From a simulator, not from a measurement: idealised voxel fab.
Documented hereafter: the process module known as voxel self aligned vias.
It is cross-section cut that appears here, measuring 225 nm in width, its square cells being 5 nm in size.
We lay out every cross-section as a grid of square cells and spell it out in bands from the top down, where one band means one or more rows of cells. A band entry consists of two parts. The first gives the height of the band's top and the height of its bottom, in nm. The rest lists the band's materials from left to right, each with its width in nm. A single material labelled with the word "throughout" fills the band from edge to edge, and the word "blank" marks empty space. Height 0 is the level under which the wafer as received is all one material. The lowest band goes on downwards, as in "0 and below". So if you see something like "30 to 40" for the width, read it as the top row of the band sitting at the first number and the bottom row at the second, with every row in between moving by the same amount as the last. "all unchanged" for a step: no cell of the cross-section changed in that step. The list in "Sealed void list" covers empty spaces of 8 cells or more that cannot reach the top through any open way, and it gives each as width x height at distance; the distance is from the left edge, and width, height and distance are in nm. Formally, on a step line, whatever follows the settings is a remark that the simulator itself makes on the step. Among the settings permitted on a step's line is "overlay nm"; applied to a step with a mask, it specifies the extent to which the mask lay to the right of its planned position, whereas a negative figure signifies a position to the left.

[Below is the list of planned process steps]
1,RECEIVE: material Si
2,CONFORMAL_DEP: material SiO2, thk nm 10
3,CONFORMAL_DEP: material SiCN, thk nm 5
4,DIRECTIONAL_DEP: material SiO2, thk nm 20
5,PATTERN: tone open, mask id LINES, material resist, width nm 30, pitch nm 65, thk nm 15, overlay nm 0
6,DIRECTIONAL_ETCH: etch materials SiO2, depth nm 20
7,STRIP: etch materials resist
8,CONFORMAL_DEP: material TiN, thk nm 5
9,FILL_DEP: material Ru, thk nm 10
10,CMP: height nm 35
11,SELECTIVE_ETCH: etch materials W Ru TiN, depth nm 5
12,FILL_DEP: material SiN, thk nm 5
13,CMP: height nm 35
14,DIRECTIONAL_DEP: material SiO2, thk nm 15
15,PATTERN: tone open, mask id VIAS, material resist, width nm 40, pitch nm 65, thk nm 15, overlay nm 0
16,DIRECTIONAL_ETCH: etch materials SiO2, depth nm 15
17,DIRECTIONAL_ETCH: etch materials SiN, depth nm 5
18,STRIP: etch materials resist
19,CONFORMAL_DEP: material TiN, thk nm 5
20,FILL_DEP: material Cu, thk nm 5
21,CMP: height nm 50
22,CONFORMAL_DEP: material SiCN, thk nm 5

[The following pertains to the first of two wafers, which was processed as planned]

[Wafer as received: cross-section following step 1]
* 0 and below  Si throughout
* Sealed void list: none

[Step 2 complete: cross-section through the wafer]
* 10 down to 0  SiO2 throughout
* Rest of section, below 0: as before.

[Step 3 complete: cross-section through the wafer]
* 15 down to 10  SiCN throughout
* Rest of section, below 10: as before.

[Step 4 complete: cross-section through the wafer]
* 35 down to 15  SiO2 throughout
* Rest of section, below 15: as before.

[Step 5 complete: cross-section through the wafer]
* 50 down to 35  30 nm resist  30 nm blank  35 nm resist  30 nm blank  35 nm resist  30 nm blank  35 nm resist
* Rest of section, below 35: as before.

[Step 6 complete: cross-section through the wafer]
* 50 down to 35  30 nm resist  30 nm blank  35 nm resist  30 nm blank  35 nm resist  30 nm blank  35 nm resist
* 35 down to 15  30 nm SiO2  30 nm blank  35 nm SiO2  30 nm blank  35 nm SiO2  30 nm blank  35 nm SiO2
* Rest of section, below 15: as before.

[Step 7 complete: cross-section through the wafer]
* 35 down to 15  30 nm SiO2  30 nm blank  35 nm SiO2  30 nm blank  35 nm SiO2  30 nm blank  35 nm SiO2
* Rest of section, below 15: as before.

[Step 8 complete: cross-section through the wafer]
* 40 down to 35  35 nm TiN  20 nm blank  45 nm TiN  20 nm blank  45 nm TiN  20 nm blank  40 nm TiN
* 35 down to 20  30 nm SiO2  5 nm TiN  20 nm blank  5 nm TiN  35 nm SiO2  5 nm TiN  20 nm blank  5 nm TiN  35 nm SiO2  5 nm TiN  20 nm blank  5 nm TiN  35 nm SiO2
* 20 down to 15  30 nm SiO2  30 nm TiN  35 nm SiO2  30 nm TiN  35 nm SiO2  30 nm TiN  35 nm SiO2
* Rest of section, below 15: as before.

[Step 9 complete: cross-section through the wafer]
* 50 down to 40  Ru throughout
* 40 down to 35  35 nm TiN  20 nm Ru  45 nm TiN  20 nm Ru  45 nm TiN  20 nm Ru  40 nm TiN
* 35 down to 20  30 nm SiO2  5 nm TiN  20 nm Ru  5 nm TiN  35 nm SiO2  5 nm TiN  20 nm Ru  5 nm TiN  35 nm SiO2  5 nm TiN  20 nm Ru  5 nm TiN  35 nm SiO2
* Rest of section, below 20: as before.

[Step 10 complete: cross-section through the wafer]
* 35 down to 20  30 nm SiO2  5 nm TiN  20 nm Ru  5 nm TiN  35 nm SiO2  5 nm TiN  20 nm Ru  5 nm TiN  35 nm SiO2  5 nm TiN  20 nm Ru  5 nm TiN  35 nm SiO2
* Rest of section, below 20: as before.

[Step 11 complete: cross-section through the wafer]
* 35 down to 30  30 nm SiO2  30 nm blank  35 nm SiO2  30 nm blank  35 nm SiO2  30 nm blank  35 nm SiO2
* Rest of section, below 30: as before.

[Step 12 complete: cross-section through the wafer]
* 40 down to 35  SiN throughout
* 35 down to 30  30 nm SiO2  30 nm SiN  35 nm SiO2  30 nm SiN  35 nm SiO2  30 nm SiN  35 nm SiO2
* Rest of section, below 30: as before.

[Step 13 complete: cross-section through the wafer]
* 35 down to 30  30 nm SiO2  30 nm SiN  35 nm SiO2  30 nm SiN  35 nm SiO2  30 nm SiN  35 nm SiO2
* Rest of section, below 30: as before.

[Step 14 complete: cross-section through the wafer]
* 50 down to 35  SiO2 throughout
* Rest of section, below 35: as before.

[Step 15 complete: cross-section through the wafer]
* 65 down to 50  25 nm resist  40 nm blank  25 nm resist  40 nm blank  25 nm resist  40 nm blank  30 nm resist
* Rest of section, below 50: as before.

[Step 16 complete: cross-section through the wafer]
* 65 down to 50  25 nm resist  40 nm blank  25 nm resist  40 nm blank  25 nm resist  40 nm blank  30 nm resist
* 50 down to 35  25 nm SiO2  40 nm blank  25 nm SiO2  40 nm blank  25 nm SiO2  40 nm blank  30 nm SiO2
* Rest of section, below 35: as before.

[Step 17 complete: cross-section through the wafer]
* 65 down to 50  25 nm resist  40 nm blank  25 nm resist  40 nm blank  25 nm resist  40 nm blank  30 nm resist
* 50 down to 35  25 nm SiO2  40 nm blank  25 nm SiO2  40 nm blank  25 nm SiO2  40 nm blank  30 nm SiO2
* 35 down to 30  30 nm SiO2  30 nm blank  35 nm SiO2  30 nm blank  35 nm SiO2  30 nm blank  35 nm SiO2
* Rest of section, below 30: as before.

[Step 18 complete: cross-section through the wafer]
* 50 down to 35  25 nm SiO2  40 nm blank  25 nm SiO2  40 nm blank  25 nm SiO2  40 nm blank  30 nm SiO2
* Rest of section, below 35: as before.

[Step 19 complete: cross-section through the wafer]
* 55 down to 50  30 nm TiN  30 nm blank  35 nm TiN  30 nm blank  35 nm TiN  30 nm blank  35 nm TiN
* 50 down to 40  25 nm SiO2  5 nm TiN  30 nm blank  5 nm TiN  25 nm SiO2  5 nm TiN  30 nm blank  5 nm TiN  25 nm SiO2  5 nm TiN  30 nm blank  5 nm TiN  30 nm SiO2
* 40 down to 35  25 nm SiO2  10 nm TiN  20 nm blank  10 nm TiN  25 nm SiO2  10 nm TiN  20 nm blank  10 nm TiN  25 nm SiO2  10 nm TiN  20 nm blank  10 nm TiN  30 nm SiO2
* 35 down to 30  30 nm SiO2  30 nm TiN  35 nm SiO2  30 nm TiN  35 nm SiO2  30 nm TiN  35 nm SiO2
* Rest of section, below 30: as before.

[Step 20 complete: cross-section through the wafer]
* 60 down to 55  Cu throughout
* 55 down to 50  30 nm TiN  30 nm Cu  35 nm TiN  30 nm Cu  35 nm TiN  30 nm Cu  35 nm TiN
* 50 down to 40  25 nm SiO2  5 nm TiN  30 nm Cu  5 nm TiN  25 nm SiO2  5 nm TiN  30 nm Cu  5 nm TiN  25 nm SiO2  5 nm TiN  30 nm Cu  5 nm TiN  30 nm SiO2
* 40 down to 35  25 nm SiO2  10 nm TiN  20 nm Cu  10 nm TiN  25 nm SiO2  10 nm TiN  20 nm Cu  10 nm TiN  25 nm SiO2  10 nm TiN  20 nm Cu  10 nm TiN  30 nm SiO2
* Rest of section, below 35: as before.

[Step 21 complete: cross-section through the wafer]
* 50 down to 40  25 nm SiO2  5 nm TiN  30 nm Cu  5 nm TiN  25 nm SiO2  5 nm TiN  30 nm Cu  5 nm TiN  25 nm SiO2  5 nm TiN  30 nm Cu  5 nm TiN  30 nm SiO2
* Rest of section, below 40: as before.

[Step 22 complete: cross-section through the wafer]
* 55 down to 50  SiCN throughout
* Rest of section, below 50: as before.

[Second wafer. Start and plan as for the first. One mistake made in running. Agrees with the first up to and including step 7]

[Planned end of step 8: second wafer, cross-section]
* 40 down to 20  35 nm SiO2  20 nm blank  45 nm SiO2  20 nm blank  45 nm SiO2  20 nm blank  40 nm SiO2
* 20 down to 15  SiO2 throughout
* Rest of section, below 15: as before.

[Planned end of step 9: second wafer, cross-section]
* 50 down to 40  Ru throughout
* 40 down to 20  35 nm SiO2  20 nm Ru  45 nm SiO2  20 nm Ru  45 nm SiO2  20 nm Ru  40 nm SiO2
* Rest of section, below 20: as before.

[Planned end of step 10: second wafer, cross-section]
* 35 down to 20  35 nm SiO2  20 nm Ru  45 nm SiO2  20 nm Ru  45 nm SiO2  20 nm Ru  40 nm SiO2
* Rest of section, below 20: as before.

[Planned end of step 11: second wafer, cross-section]
* 35 down to 30  35 nm SiO2  20 nm blank  45 nm SiO2  20 nm blank  45 nm SiO2  20 nm blank  40 nm SiO2
* Rest of section, below 30: as before.

[Planned end of step 12: second wafer, cross-section]
* 40 down to 35  SiN throughout
* 35 down to 30  35 nm SiO2  20 nm SiN  45 nm SiO2  20 nm SiN  45 nm SiO2  20 nm SiN  40 nm SiO2
* Rest of section, below 30: as before.

[Planned end of step 13: second wafer, cross-section]
* 35 down to 30  35 nm SiO2  20 nm SiN  45 nm SiO2  20 nm SiN  45 nm SiO2  20 nm SiN  40 nm SiO2
* Rest of section, below 30: as before.

[Planned end of step 14: second wafer, cross-section]
* 50 down to 35  SiO2 throughout
* Rest of section, below 35: as before.

[Planned end of step 15: second wafer, cross-section]
* 65 down to 50  25 nm resist  40 nm blank  25 nm resist  40 nm blank  25 nm resist  40 nm blank  30 nm resist
* Rest of section, below 50: as before.

[Planned end of step 16: second wafer, cross-section]
* 65 down to 50  25 nm resist  40 nm blank  25 nm resist  40 nm blank  25 nm resist  40 nm blank  30 nm resist
* 50 down to 35  25 nm SiO2  40 nm blank  25 nm SiO2  40 nm blank  25 nm SiO2  40 nm blank  30 nm SiO2
* Rest of section, below 35: as before.

[Planned end of step 17: second wafer, cross-section]
* 65 down to 50  25 nm resist  40 nm blank  25 nm resist  40 nm blank  25 nm resist  40 nm blank  30 nm resist
* 50 down to 35  25 nm SiO2  40 nm blank  25 nm SiO2  40 nm blank  25 nm SiO2  40 nm blank  30 nm SiO2
* 35 down to 30  35 nm SiO2  20 nm blank  45 nm SiO2  20 nm blank  45 nm SiO2  20 nm blank  40 nm SiO2
* Rest of section, below 30: as before.

[Planned end of step 18: second wafer, cross-section]
* 50 down to 35  25 nm SiO2  40 nm blank  25 nm SiO2  40 nm blank  25 nm SiO2  40 nm blank  30 nm SiO2
* Rest of section, below 35: as before.

[Planned end of step 19: second wafer, cross-section]
* 55 down to 50  30 nm TiN  30 nm blank  35 nm TiN  30 nm blank  35 nm TiN  30 nm blank  35 nm TiN
* 50 down to 40  25 nm SiO2  5 nm TiN  30 nm blank  5 nm TiN  25 nm SiO2  5 nm TiN  30 nm blank  5 nm TiN  25 nm SiO2  5 nm TiN  30 nm blank  5 nm TiN  30 nm SiO2
* 40 down to 35  25 nm SiO2  15 nm TiN  10 nm blank  15 nm TiN  25 nm SiO2  15 nm TiN  10 nm blank  15 nm TiN  25 nm SiO2  15 nm TiN  10 nm blank  15 nm TiN  30 nm SiO2
* 35 down to 30  35 nm SiO2  20 nm TiN  45 nm SiO2  20 nm TiN  45 nm SiO2  20 nm TiN  40 nm SiO2
* Rest of section, below 30: as before.

[Planned end of step 20: second wafer, cross-section]
* 60 down to 55  Cu throughout
* 55 down to 50  30 nm TiN  30 nm Cu  35 nm TiN  30 nm Cu  35 nm TiN  30 nm Cu  35 nm TiN
* 50 down to 40  25 nm SiO2  5 nm TiN  30 nm Cu  5 nm TiN  25 nm SiO2  5 nm TiN  30 nm Cu  5 nm TiN  25 nm SiO2  5 nm TiN  30 nm Cu  5 nm TiN  30 nm SiO2
* 40 down to 35  25 nm SiO2  15 nm TiN  10 nm Cu  15 nm TiN  25 nm SiO2  15 nm TiN  10 nm Cu  15 nm TiN  25 nm SiO2  15 nm TiN  10 nm Cu  15 nm TiN  30 nm SiO2
* Rest of section, below 35: as before.

[Planned end of step 21: second wafer, cross-section]
* 50 down to 40  25 nm SiO2  5 nm TiN  30 nm Cu  5 nm TiN  25 nm SiO2  5 nm TiN  30 nm Cu  5 nm TiN  25 nm SiO2  5 nm TiN  30 nm Cu  5 nm TiN  30 nm SiO2
* Rest of section, below 40: as before.

[Planned end of step 22: second wafer, cross-section]
* 55 down to 50  SiCN throughout
* Rest of section, below 50: as before.
Finding, execution versus plan: step 8 ran with different settings than intended, the actual operation and settings being CONFORMAL_DEP: material SiO2, thk nm 5
FYI, end of process, the second wafer has more or fewer cells of some materials than the first: Cu: 6 fewer | SiO2: 36 more | TiN: 30 fewer
